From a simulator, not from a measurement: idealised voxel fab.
This section sets out a process module, namely voxel wiring stack.
Cross-section cut: width 225 nm, square cells of 5 nm.
Think of the cross-section as a grid of square cells. We describe it in bands, top to bottom, and each band covers one or more rows of those cells. Band: top and bottom heights (nm) first, top before bottom; then materials from left to right, widths in nm. "full width" marks a sole material filling the band edge to edge. "blank" denotes empty space. Basically, 0 is our baseline, since under it the wafer straight out of the box is all one material. The bottom band has no lower end and keeps on going down, so it looks like "0 nm and below". Width "30..40": first value at the band's top row of cells, second value at its bottom row, equal change from row to row. "nothing different", as given for a step, is the statement that not any cell of the cross-section underwent a change during that step. This entry, "Fully enclosed voids", enumerates those empty regions of no fewer than 8 cells that possess no open connection to the top. Each region is reported in the form width x height at distance, the distance being taken from the left edge, with all three quantities expressed in nm. Read whatever lies past the settings on a step's line as the simulator's own remark about the step. The line of a step may include "overlay nm". On a step with a mask, this value is how far to the right of its planned place the mask lay. A negative value means the mask lay to the left.
So here's the lineup of process steps we planned
1 RECEIVE with material Si
2 CONFORMAL_DEP with material SiO2, thk nm 15
3 CONFORMAL_DEP with material SiN, thk nm 5
4 DIRECTIONAL_DEP with material lowk, thk nm 25
5 MASKED_ETCH with tone open, mask id METAL_1, width nm 20, pitch nm 35, etch materials lowk, depth nm 25, overlay nm 0
6 MASKED_ETCH with tone open, mask id METAL_1, width nm 20, pitch nm 35, etch materials SiN, depth nm 5, overlay nm 0
7 CONFORMAL_DEP with material TiN, thk nm 5
8 FILL_DEP with material Cu, thk nm 5
9 CMP with height nm 45
10 CONFORMAL_DEP with material SiCN, thk nm 5
11 DIRECTIONAL_DEP with material lowk, thk nm 20
12 DIRECTIONAL_DEP with material aC, thk nm 15
13 PATTERN with tone open, mask id PLUG_1, material resist, width nm 15, pitch nm 35, thk nm 35, overlay nm 0
14 DIRECTIONAL_ETCH with etch materials aC, depth nm 15
15 STRIP with etch materials resist
16 DIRECTIONAL_ETCH with etch materials lowk, depth nm 20
17 DIRECTIONAL_ETCH with etch materials SiCN, depth nm 5
18 STRIP with etch materials aC
19 EPI with material Ru, thk nm 10
20 EPI with material Ru, thk nm 10
21 EPI with material Ru, thk nm 5
22 DIRECTIONAL_DEP with material TiN, thk nm 5
23 DIRECTIONAL_DEP with material W, thk nm 25
24 MASKED_ETCH with tone cover, mask id METAL_2, width nm 20, pitch nm 35, etch materials W, depth nm 25, overlay nm 0
25 MASKED_ETCH with tone cover, mask id METAL_2, width nm 20, pitch nm 35, etch materials TiN, depth nm 5, overlay nm 0
26 CONFORMAL_DEP with material SiCN, thk nm 5
27 FILL_DEP with material SiO2, thk nm 10
28 CMP with height nm 100
29 CONFORMAL_DEP with material SiCN, thk nm 5
30 DIRECTIONAL_DEP with material SiO2, thk nm 35
31 MASKED_ETCH with tone open, mask id METAL_3_HOLES, width nm 15, pitch nm 35, etch materials SiO2, depth nm 35, overlay nm 0
32 PATTERN with tone open, mask id METAL_3, material resist, width nm 20, pitch nm 35, thk nm 15, overlay nm 0
33 DIRECTIONAL_ETCH with etch materials SiO2, depth nm 20
34 DIRECTIONAL_ETCH with etch materials SiCN, depth nm 5
35 STRIP with etch materials resist
36 CONFORMAL_DEP with material TiN, thk nm 5
37 FILL_DEP with material Cu, thk nm 5
38 CMP with height nm 140
39 CONFORMAL_DEP with material SiCN, thk nm 5
40 DIRECTIONAL_DEP with material lowk, thk nm 15
41 DIRECTIONAL_DEP with material aC, thk nm 10
42 PATTERN with tone open, mask id PLUG_3, material resist, width nm 15, pitch nm 35, thk nm 30, overlay nm 0
43 DIRECTIONAL_ETCH with etch materials aC, depth nm 10
44 STRIP with etch materials resist
45 DIRECTIONAL_ETCH with etch materials lowk, depth nm 15
46 DIRECTIONAL_ETCH with etch materials SiCN, depth nm 5
47 STRIP with etch materials aC
48 EPI with material Ru, thk nm 10
49 EPI with material Ru, thk nm 10
50 CONFORMAL_DEP with material SiCN, thk nm 5
51 DIRECTIONAL_DEP with material lowk, thk nm 20
52 PATTERN with tone open, mask id METAL_4, material resist, width nm 20, pitch nm 35, thk nm 15, overlay nm 0
53 DIRECTIONAL_ETCH with etch materials lowk, depth nm 20
54 DIRECTIONAL_ETCH with etch materials SiCN, depth nm 5
55 STRIP with etch materials resist
56 CONFORMAL_DEP with material TiN, thk nm 5
57 FILL_DEP with material Cu, thk nm 5
58 CMP with height nm 185
59 CONFORMAL_DEP with material SiN, thk nm 5
As-received wafer cross-section (after step 1)
  0 nm and below | Si full width
  Fully enclosed voids: none
Final cross-section, module run with one mistake (start and plan as above)
  190 nm to 185 nm | SiN full width
  185 nm to 165 nm | lowk 50 nm  TiN 5 nm  Cu 10 nm  TiN 5 nm  lowk 15 nm  TiN 5 nm  Cu 10 nm  TiN 5 nm  lowk 15 nm  TiN 5 nm  Cu 10 nm  TiN 5 nm  lowk 15 nm  TiN 5 nm  Cu 10 nm  TiN 5 nm  lowk 50 nm
  165 nm to 160 nm | SiCN 50 nm  TiN 20 nm  SiCN 15 nm  TiN 20 nm  SiCN 15 nm  TiN 20 nm  SiCN 15 nm  TiN 20 nm  SiCN 50 nm
  160 nm to 145 nm | lowk 50 nm  Ru 15 nm  lowk 20 nm  Ru 15 nm  lowk 20 nm  Ru 15 nm  lowk 20 nm  Ru 15 nm  lowk 55 nm
  145 nm to 140 nm | SiCN 50 nm  Ru 15 nm  SiCN 20 nm  Ru 15 nm  SiCN 20 nm  Ru 15 nm  SiCN 20 nm  Ru 15 nm  SiCN 55 nm
  140 nm to 125 nm | SiO2 50 nm  TiN 5 nm  Cu 10 nm  TiN 5 nm  SiO2 15 nm  TiN 5 nm  Cu 10 nm  TiN 5 nm  SiO2 15 nm  TiN 5 nm  Cu 10 nm  TiN 5 nm  SiO2 15 nm  TiN 5 nm  Cu 10 nm  TiN 5 nm  SiO2 50 nm
  125 nm to 120 nm | SiO2 50 nm  TiN 5 nm  Cu 5 nm  TiN 10 nm  SiO2 15 nm  TiN 5 nm  Cu 5 nm  TiN 10 nm  SiO2 15 nm  TiN 5 nm  Cu 5 nm  TiN 10 nm  SiO2 15 nm  TiN 5 nm  Cu 5 nm  TiN 10 nm  SiO2 50 nm
  120 nm to 105 nm | SiO2 50 nm  TiN 5 nm  Cu 5 nm  TiN 5 nm  SiO2 20 nm  TiN 5 nm  Cu 5 nm  TiN 5 nm  SiO2 20 nm  TiN 5 nm  Cu 5 nm  TiN 5 nm  SiO2 20 nm  TiN 5 nm  Cu 5 nm  TiN 5 nm  SiO2 55 nm
  105 nm to 100 nm | SiCN 50 nm  TiN 15 nm  SiCN 20 nm  TiN 15 nm  SiCN 20 nm  TiN 15 nm  SiCN 20 nm  TiN 15 nm  SiCN 55 nm
  100 nm to 95 nm | SiO2 45 nm  SiCN 30 nm  SiO2 5 nm  SiCN 30 nm  SiO2 5 nm  SiCN 30 nm  SiO2 5 nm  SiCN 30 nm  SiO2 45 nm
  95 nm to 75 nm | SiO2 45 nm  SiCN 5 nm  W 20 nm  SiCN 5 nm  SiO2 5 nm  SiCN 5 nm  W 20 nm  SiCN 5 nm  SiO2 5 nm  SiCN 5 nm  W 20 nm  SiCN 5 nm  SiO2 5 nm  SiCN 5 nm  W 20 nm  SiCN 5 nm  SiO2 45 nm
  75 nm to 70 nm | SiCN 50 nm  W 20 nm  SiCN 15 nm  W 20 nm  SiCN 15 nm  W 20 nm  SiCN 15 nm  W 20 nm  SiCN 50 nm
  70 nm to 50 nm | lowk 50 nm  Ru 15 nm  lowk 20 nm  Ru 15 nm  lowk 20 nm  Ru 15 nm  lowk 20 nm  Ru 15 nm  lowk 55 nm
  50 nm to 45 nm | SiCN 50 nm  Ru 15 nm  SiCN 20 nm  Ru 15 nm  SiCN 20 nm  Ru 15 nm  SiCN 20 nm  Ru 15 nm  SiCN 55 nm
  45 nm to 20 nm | lowk 50 nm  TiN 5 nm  Cu 10 nm  TiN 5 nm  lowk 15 nm  TiN 5 nm  Cu 10 nm  TiN 5 nm  lowk 15 nm  TiN 5 nm  Cu 10 nm  TiN 5 nm  lowk 15 nm  TiN 5 nm  Cu 10 nm  TiN 5 nm  lowk 50 nm
  20 nm to 15 nm | SiN 50 nm  TiN 20 nm  SiN 15 nm  TiN 20 nm  SiN 15 nm  TiN 20 nm  SiN 15 nm  TiN 20 nm  SiN 50 nm
  15 nm to 0 nm | SiO2 full width
  0 nm and below | Si full width
  Fully enclosed voids: none
Run error: the plan's step 22 went unexecuted, having been skipped
